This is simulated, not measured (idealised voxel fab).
Proc. module: voxel self aligned contacts
230 nm wide, 5 nm square cells: that's cross-section cut.
Cross-section layout: square cells on a grid; listed as bands, top to bottom; a band spans one or more cell rows.
This entry defines a band. It first specifies the height of the band's top and the height of its bottom in nm, and then specifies the band's materials from left to right, stating each material with its width in nm. The word "full width" identifies a single material that fills the band from edge to edge, while the word "air" identifies empty space.
Zero point of the height axis is 0; under it, received wafer = one material. Lowest band: continues down indefinitely, "z 0 and below".
Per-row width for "30..40": begins at first number (top row of band), ends at second number (bottom row), increment between rows held constant.
Reading "left unchanged" for a step: not a cell of the cross-section changed in it.
Enclosed voids (no open way to top), threshold 8 cells or more, entry "Internal closed voids", notation width x height at distance, distance from left edge, nm.
The remark found on a step's line after its settings is issued by the simulator itself and pertains to that step.
"overlay nm" answers the question of how far to the right of plan the mask lay on a step that has a mask, and when it is negative the answer is to the left.
# The following list gives the planned process steps
- 1: RECEIVE,material Si
- 2: CONFORMAL_DEP,material SiO2,thk nm 5
- 3: DIRECTIONAL_DEP,material polySi,thk nm 20
- 4: DIRECTIONAL_DEP,material SiN,thk nm 15
- 5: DIRECTIONAL_DEP,material aC,thk nm 15
- 6: PATTERN,tone cover,mask id GATE,material resist,width nm 30,pitch nm 55,thk nm 30,overlay nm 0
- 7: DIRECTIONAL_ETCH,etch materials aC,depth nm 15
- 8: STRIP,etch materials resist
- 9: DIRECTIONAL_ETCH,etch materials SiN,depth nm 15
- 10: DIRECTIONAL_ETCH,etch materials polySi,depth nm 20
- 11: STRIP,etch materials aC
- 12: CONFORMAL_DEP,material SiN,thk nm 5
- 13: DIRECTIONAL_ETCH,etch materials SiN,depth nm 5
- 14: FILL_DEP,material SiO2,thk nm 15
- 15: CMP,height nm 50
- 16: DIRECTIONAL_DEP,material aC,thk nm 15
- 17: PATTERN,tone open,mask id CONTACT,material resist,width nm 35,pitch nm 55,thk nm 35,overlay nm 0
- 18: DIRECTIONAL_ETCH,etch materials aC,depth nm 15
- 19: STRIP,etch materials resist
- 20: DIRECTIONAL_ETCH,etch materials SiO2,depth nm 50
- 21: STRIP,etch materials aC
- 22: CONFORMAL_DEP,material TiN,thk nm 5
- 23: FILL_DEP,material Ru,thk nm 5
- 24: CMP,height nm 50
- 25: CONFORMAL_DEP,material SiCN,thk nm 5
# The first wafer of two, processed as planned
# Delivered wafer in cross-section: state after step 1
    z 0 and below = Si full width
    Internal closed voids: none
# Cross-section through the wafer, step 2 finished
    z 5 to 0 = SiO2 full width
    All layers under 0 are left as they were.
# Cross-section through the wafer, step 3 finished
    z 25 to 5 = polySi full width
    All layers under 5 are left as they were.
# Cross-section through the wafer, step 4 finished
    z 40 to 25 = SiN full width
    All layers under 25 are left as they were.
# Cross-section through the wafer, step 5 finished
    z 55 to 40 = aC full width
    All layers under 40 are left as they were.
# Cross-section through the wafer, step 6 finished
    z 85 to 55 = air 45, then resist 30, then air 25, then resist 30, then air 25, then resist 30, then air 45
    All layers under 55 are left as they were.
# Cross-section through the wafer, step 7 finished
    z 70 to 55 = air 45, then resist 30, then air 25, then resist 30, then air 25, then resist 30, then air 45
    z 55 to 40 = air 45, then aC 30, then air 25, then aC 30, then air 25, then aC 30, then air 45
    All layers under 40 are left as they were.
# Cross-section through the wafer, step 8 finished
    z 55 to 40 = air 45, then aC 30, then air 25, then aC 30, then air 25, then aC 30, then air 45
    All layers under 40 are left as they were.
# Cross-section through the wafer, step 9 finished
    z 55 to 40 = air 45, then aC 30, then air 25, then aC 30, then air 25, then aC 30, then air 45
    z 40 to 25 = air 45, then SiN 30, then air 25, then SiN 30, then air 25, then SiN 30, then air 45
    All layers under 25 are left as they were.
# Cross-section through the wafer, step 10 finished
    z 55 to 40 = air 45, then aC 30, then air 25, then aC 30, then air 25, then aC 30, then air 45
    z 40 to 25 = air 45, then SiN 30, then air 25, then SiN 30, then air 25, then SiN 30, then air 45
    z 25 to 5 = air 45, then polySi 30, then air 25, then polySi 30, then air 25, then polySi 30, then air 45
    All layers under 5 are left as they were.
# Cross-section through the wafer, step 11 finished
    z 40 to 25 = air 45, then SiN 30, then air 25, then SiN 30, then air 25, then SiN 30, then air 45
    All layers under 25 are left as they were.
# Cross-section through the wafer, step 12 finished
    z 45 to 25 = air 40, then SiN 40, then air 15, then SiN 40, then air 15, then SiN 40, then air 40
    z 25 to 10 = air 40, then SiN 5, then polySi 30, then SiN 5, then air 15, then SiN 5, then polySi 30, then SiN 5, then air 15, then SiN 5, then polySi 30, then SiN 5, then air 40
    z 10 to 5 = SiN 45, then polySi 30, then SiN 25, then polySi 30, then SiN 25, then polySi 30, then SiN 45
    All layers under 5 are left as they were.
# Cross-section through the wafer, step 13 finished
    z 40 to 25 = air 40, then SiN 40, then air 15, then SiN 40, then air 15, then SiN 40, then air 40
    z 25 to 5 = air 40, then SiN 5, then polySi 30, then SiN 5, then air 15, then SiN 5, then polySi 30, then SiN 5, then air 15, then SiN 5, then polySi 30, then SiN 5, then air 40
    All layers under 5 are left as they were.
# Cross-section through the wafer, step 14 finished
    z 55 to 40 = SiO2 full width
    z 40 to 25 = SiO2 40, then SiN 40, then SiO2 15, then SiN 40, then SiO2 15, then SiN 40, then SiO2 40
    z 25 to 5 = SiO2 40, then SiN 5, then polySi 30, then SiN 5, then SiO2 15, then SiN 5, then polySi 30, then SiN 5, then SiO2 15, then SiN 5, then polySi 30, then SiN 5, then SiO2 40
    All layers under 5 are left as they were.
# Cross-section through the wafer, step 15 finished
    z 50 to 40 = SiO2 full width
    All layers under 40 are left as they were.
# Cross-section through the wafer, step 16 finished
    z 65 to 50 = aC full width
    All layers under 50 are left as they were.
# Cross-section through the wafer, step 17 finished
    z 100 to 65 = resist 70, then air 35, then resist 20, then air 35, then resist 70
    All layers under 65 are left as they were.
# Cross-section through the wafer, step 18 finished
    z 85 to 65 = resist 70, then air 35, then resist 20, then air 35, then resist 70
    z 65 to 50 = aC 70, then air 35, then aC 20, then air 35, then aC 70
    All layers under 50 are left as they were.
# Cross-section through the wafer, step 19 finished
    z 65 to 50 = aC 70, then air 35, then aC 20, then air 35, then aC 70
    All layers under 50 are left as they were.
# Cross-section through the wafer, step 20 finished
    z 65 to 50 = aC 70, then air 35, then aC 20, then air 35, then aC 70
    z 50 to 40 = SiO2 70, then air 35, then SiO2 20, then air 35, then SiO2 70
    z 40 to 25 = SiO2 40, then SiN 40, then air 15, then SiN 40, then air 15, then SiN 40, then SiO2 40
    z 25 to 5 = SiO2 40, then SiN 5, then polySi 30, then SiN 5, then air 15, then SiN 5, then polySi 30, then SiN 5, then air 15, then SiN 5, then polySi 30, then SiN 5, then SiO2 40
    z 5 to 0 = SiO2 80, then air 15, then SiO2 40, then air 15, then SiO2 80
    All layers under 0 are left as they were.
# Cross-section through the wafer, step 21 finished
    z 50 to 40 = SiO2 70, then air 35, then SiO2 20, then air 35, then SiO2 70
    All layers under 40 are left as they were.
# Cross-section through the wafer, step 22 finished
    z 55 to 50 = TiN 75, then air 25, then TiN 30, then air 25, then TiN 75
    z 50 to 40 = SiO2 70, then TiN 5..15, then air 25..5, then TiN 5..15, then SiO2 20, then TiN 5..15, then air 25..5, then TiN 5..15, then SiO2 70
    z 40 to 25 = SiO2 40, then SiN 40, then TiN 5, then air 5, then TiN 5, then SiN 40, then TiN 5, then air 5, then TiN 5, then SiN 40, then SiO2 40
    z 25 to 5 = SiO2 40, then SiN 5, then polySi 30, then SiN 5, then TiN 5, then air 5, then TiN 5, then SiN 5, then polySi 30, then SiN 5, then TiN 5, then air 5, then TiN 5, then SiN 5, then polySi 30, then SiN 5, then SiO2 40
    z 5 to 0 = SiO2 80, then TiN 15, then SiO2 40, then TiN 15, then SiO2 80
    All layers under 0 are left as they were.
# Cross-section through the wafer, step 23 finished
    z 60 to 55 = Ru full width
    z 55 to 50 = TiN 75, then Ru 25, then TiN 30, then Ru 25, then TiN 75
    z 50 to 40 = SiO2 70, then TiN 5..15, then Ru 25..5, then TiN 5..15, then SiO2 20, then TiN 5..15, then Ru 25..5, then TiN 5..15, then SiO2 70
    z 40 to 25 = SiO2 40, then SiN 40, then TiN 5, then Ru 5, then TiN 5, then SiN 40, then TiN 5, then Ru 5, then TiN 5, then SiN 40, then SiO2 40
    z 25 to 5 = SiO2 40, then SiN 5, then polySi 30, then SiN 5, then TiN 5, then Ru 5, then TiN 5, then SiN 5, then polySi 30, then SiN 5, then TiN 5, then Ru 5, then TiN 5, then SiN 5, then polySi 30, then SiN 5, then SiO2 40
    All layers under 5 are left as they were.
# Cross-section through the wafer, step 24 finished
    z 50 to 40 = SiO2 70, then TiN 5..15, then Ru 25..5, then TiN 5..15, then SiO2 20, then TiN 5..15, then Ru 25..5, then TiN 5..15, then SiO2 70
    All layers under 40 are left as they were.
# Cross-section through the wafer, step 25 finished
    z 55 to 50 = SiCN full width
    All layers under 50 are left as they were.
# Notes, second wafer: start = first wafer's, plan = first wafer's, execution had one mistake; history identical to first through step 16
# Cross-section of the second wafer when, according to plan, step 17 should have finished
    z 100 to 65 = air 70, then resist 35, then air 20, then resist 35, then air 70
    All layers under 65 are left as they were.
# Cross-section of the second wafer when, according to plan, step 18 should have finished
    z 85 to 65 = air 70, then resist 35, then air 20, then resist 35, then air 70
    z 65 to 50 = air 70, then aC 35, then air 20, then aC 35, then air 70
    All layers under 50 are left as they were.
# Cross-section of the second wafer when, according to plan, step 19 should have finished
    z 65 to 50 = air 70, then aC 35, then air 20, then aC 35, then air 70
    All layers under 50 are left as they were.
# Cross-section of the second wafer when, according to plan, step 20 should have finished
    z 65 to 50 = air 70, then aC 35, then air 20, then aC 35, then air 70
    z 50 to 40 = air 70, then SiO2 35, then air 20, then SiO2 35, then air 70
    z 40 to 25 = air 40, then SiN 40, then SiO2 15, then SiN 40, then SiO2 15, then SiN 40, then air 40
    z 25 to 5 = air 40, then SiN 5, then polySi 30, then SiN 5, then SiO2 15, then SiN 5, then polySi 30, then SiN 5, then SiO2 15, then SiN 5, then polySi 30, then SiN 5, then air 40
    z 5 to 0 = air 40, then SiO2 150, then air 40
    All layers under 0 are left as they were.
# Cross-section of the second wafer when, according to plan, step 21 should have finished
    z 50 to 40 = air 70, then SiO2 35, then air 20, then SiO2 35, then air 70
    All layers under 40 are left as they were.
# Cross-section of the second wafer when, according to plan, step 22 should have finished
    z 55 to 50 = air 65, then TiN 45, then air 10, then TiN 45, then air 65
    z 50 to 45 = air 65, then TiN 5, then SiO2 35, then TiN 5, then air 10, then TiN 5, then SiO2 35, then TiN 5, then air 65
    z 45 to 40 = air 35, then TiN 35, then SiO2 35, then TiN 20, then SiO2 35, then TiN 35, then air 35
    z 40 to 25 = air 35, then TiN 5, then SiN 40, then SiO2 15, then SiN 40, then SiO2 15, then SiN 40, then TiN 5, then air 35
    z 25 to 5 = air 35, then TiN 5, then SiN 5, then polySi 30, then SiN 5, then SiO2 15, then SiN 5, then polySi 30, then SiN 5, then SiO2 15, then SiN 5, then polySi 30, then SiN 5, then TiN 5, then air 35
    z 5 to 0 = TiN 40, then SiO2 150, then TiN 40
    All layers under 0 are left as they were.
# Cross-section of the second wafer when, according to plan, step 23 should have finished
    z 60 to 55 = Ru full width
    z 55 to 50 = Ru 65, then TiN 45, then Ru 10, then TiN 45, then Ru 65
    z 50 to 45 = Ru 65, then TiN 5, then SiO2 35, then TiN 5, then Ru 10, then TiN 5, then SiO2 35, then TiN 5, then Ru 65
    z 45 to 40 = Ru 35, then TiN 35, then SiO2 35, then TiN 20, then SiO2 35, then TiN 35, then Ru 35
    z 40 to 25 = Ru 35, then TiN 5, then SiN 40, then SiO2 15, then SiN 40, then SiO2 15, then SiN 40, then TiN 5, then Ru 35
    z 25 to 5 = Ru 35, then TiN 5, then SiN 5, then polySi 30, then SiN 5, then SiO2 15, then SiN 5, then polySi 30, then SiN 5, then SiO2 15, then SiN 5, then polySi 30, then SiN 5, then TiN 5, then Ru 35
    All layers under 5 are left as they were.
# Cross-section of the second wafer when, according to plan, step 24 should have finished
    z 50 to 45 = Ru 65, then TiN 5, then SiO2 35, then TiN 5, then Ru 10, then TiN 5, then SiO2 35, then TiN 5, then Ru 65
    All layers under 45 are left as they were.
# Cross-section of the second wafer when, according to plan, step 25 should have finished
    z 55 to 50 = SiCN full width
    All layers under 50 are left as they were.
Heads up, the wafer didn't run the way we planned it: step 17 ran as: PATTERN,tone cover,mask id CONTACT,material resist,width nm 35,pitch nm 55,thk nm 35,overlay nm 0
It is noted that, at the conclusion of processing, the second wafer exhibits a higher or lower cell count for certain materials relative to the first: 114 more of Ru, 116 fewer of SiO2, 2 more of TiN
